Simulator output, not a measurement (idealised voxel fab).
The following process module bears the name voxel plated lines.
The cross-section shown here is cut; it is 255 nm wide and divided into square cells measuring 5 nm on a side.
Format of a cross-section: grid, square cells. Given as bands. Order: top down. Band: one or more rows of cells. Heights first: top, then bottom, in nm. Then materials, left to right, each with a width in nm. "all across" on a single material: fills the band edge to edge. "blank": empty space. Note: height 0 marks the level under which the wafer is uniformly one material as received. Lowest band unbounded below, written "0 -> down". Width "30..40": first value at the band's top row of cells, second value at its bottom row, equal change from row to row. For the purposes of this document, the phrase "no change occurred" attached to a step denotes that no cell within the cross-section was modified by that step. Entry "Catalogued sealed voids" = empty spaces >= 8 cells with no open way to the top; each as width x height at distance, distance from left edge, all nm. Text after the settings on a step's line: the simulator's own remark on that step. On any step carrying a mask, the "overlay nm" setting, if present on the step's line, tells how far right of its planned place the mask lay; negative values point to the left.
These are the steps we planned for the process:
1) RECEIVE (material Si)
2) CONFORMAL_DEP (material Al2O3; thk nm 10)
3) DIRECTIONAL_DEP (material TiN; thk nm 5)
4) PATTERN (tone open; mask id LINES; material resist; width nm 20; pitch nm 50; thk nm 20; overlay nm 0)
5) EPI (material Ru; thk nm 5)
6) STRIP (etch materials resist)
7) DIRECTIONAL_ETCH (etch materials TiN; depth nm 5)
8) CONFORMAL_DEP (material SiCN; thk nm 5)
Cross-section of the wafer as it came to us, i.e., already through step 1:
    0 -> down | Si all across
    Catalogued sealed voids: none
First of two wafers: cross-section at end of module, run per plan:
    25 -> 20 | 85 blank | 30 SiCN | 20 blank | 30 SiCN | 90 blank
    20 -> 15 | 85 blank | 5 SiCN | 20 Ru | 5 SiCN | 20 blank | 5 SiCN | 20 Ru | 5 SiCN | 90 blank
    15 -> 10 | 90 SiCN | 20 TiN | 30 SiCN | 20 TiN | 95 SiCN
    10 -> 0 | Al2O3 all across
    0 -> down | Si all across
    Catalogued sealed voids: none
Now the second wafer, cross-sectioned at the end of the module. Nothing different at the start, nothing different in the plan compared with the first, just one mistake when it was actually run:
    35 -> 25 | 75 blank | 100 SiCN | 80 blank
    25 -> 20 | SiCN all across
    20 -> 15 | 90 SiCN | 20 Ru | 30 SiCN | 20 Ru | 95 SiCN
    15 -> 10 | 90 SiCN | 20 TiN | 30 SiCN | 20 TiN | 95 SiCN
    10 -> 0 | Al2O3 all across
    0 -> down | Si all across
    Catalogued sealed voids: none
Deviation noted in wafer processing: step 8 ran differently from the plan; actual operation with settings: CONFORMAL_DEP (material SiCN; thk nm 15)
Final cells, second wafer relative to first, materials higher or lower: SiCN: 118 more
